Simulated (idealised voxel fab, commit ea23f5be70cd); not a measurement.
Process module in this document: voxel ribs on slabs
The width of the displayed cross-section, cut, is 250 nm; its cells are square, with a size of 5 nm.
Cross-section format: a grid of square cells, given as bands from top to bottom; each band is one or more rows of cells. A band entry consists of two parts. The first gives the height of the band's top and the height of its bottom, in nm. The rest lists the band's materials from left to right, each with its width in nm. A single material labelled with the word "everywhere" fills the band from edge to edge, and the word "blank" marks empty space. We count height from 0. Below that, the starting wafer is all one material. The lowest band never ends at the bottom but goes on down; see "0 nm and below" for how that is written. Graded width ("30 to 40"): value in top row of band = first number; value in bottom row = second number; row-to-row change constant. Basically "changes: none" means that step didn't change any cell in the cross-section. Voids not open to the top, 8 cells minimum: see "Closed empty spaces". Written width x height at distance; distance is from the left edge; nm. Text after the settings on a step's line: the simulator's own remark on that step. The line of a step may include "overlay nm". On a step with a mask, this value is how far to the right of its planned place the mask lay. A negative value means the mask lay to the left.
[Planned step list for the process]
1) RECEIVE, material Si
2) DIRECTIONAL_DEP, material SiO2, thk nm 25
3) DIRECTIONAL_DEP, material SiN, thk nm 25
4) MASKED_ETCH, tone cover, mask id RIB, width nm 15, etch materials SiN, depth nm 20, overlay nm 0
5) DIRECTIONAL_DEP, material aC, thk nm 10
6) PATTERN, tone cover, mask id SLAB, material resist, width nm 55, thk nm 25, overlay nm 0
7) DIRECTIONAL_ETCH, etch materials aC, depth nm 10
8) STRIP, etch materials resist
9) DIRECTIONAL_ETCH, etch materials SiN, depth nm 5
10) STRIP, etch materials aC
11) FILL_DEP, material SiO2, thk nm 25
12) CMP, height nm 65
13) DIRECTIONAL_DEP, material TiN, thk nm 10
14) MASKED_ETCH, tone cover, mask id HEATER, width nm 25, etch materials TiN, depth nm 10, overlay nm 0
15) CONFORMAL_DEP, material SiN, thk nm 5
[Received-state cross-section, reflecting completion of step 1]
- 0 nm and below | Si everywhere
- Closed empty spaces: none
[Run as planned - first of the two wafers cross-sectioned at the end of the module]
- 80 nm to 75 nm | blank: 105  SiN: 35  blank: 110
- 75 nm to 70 nm | blank: 105  SiN: 5  TiN: 25  SiN: 5  blank: 110
- 70 nm to 65 nm | SiN: 110  TiN: 25  SiN: 115
- 65 nm to 50 nm | SiO2 everywhere
- 50 nm to 30 nm | SiO2: 115  SiN: 15  SiO2: 120
- 30 nm to 25 nm | SiO2: 95  SiN: 55  SiO2: 100
- 25 nm to 0 nm | SiO2 everywhere
- 0 nm and below | Si everywhere
- Closed empty spaces: none
[The second wafer, shown in cross-section after the module: started the same way as the first and given the same plan, yet one mistake crept into how it was run]
- 80 nm to 75 nm | blank: 105  SiN: 35  blank: 110
- 75 nm to 70 nm | blank: 105  SiN: 5  TiN: 25  SiN: 5  blank: 110
- 70 nm to 65 nm | SiN: 110  TiN: 25  SiN: 115
- 65 nm to 25 nm | SiO2 everywhere
- 25 nm to 0 nm | SiN everywhere
- 0 nm and below | Si everywhere
- Closed empty spaces: none
What went wrong in running the wafer? steps 2 and 3 were swapped
The second wafer ends with more or fewer cells of some materials than the first, per final count: SiN: 227 more, SiO2: 227 fewer
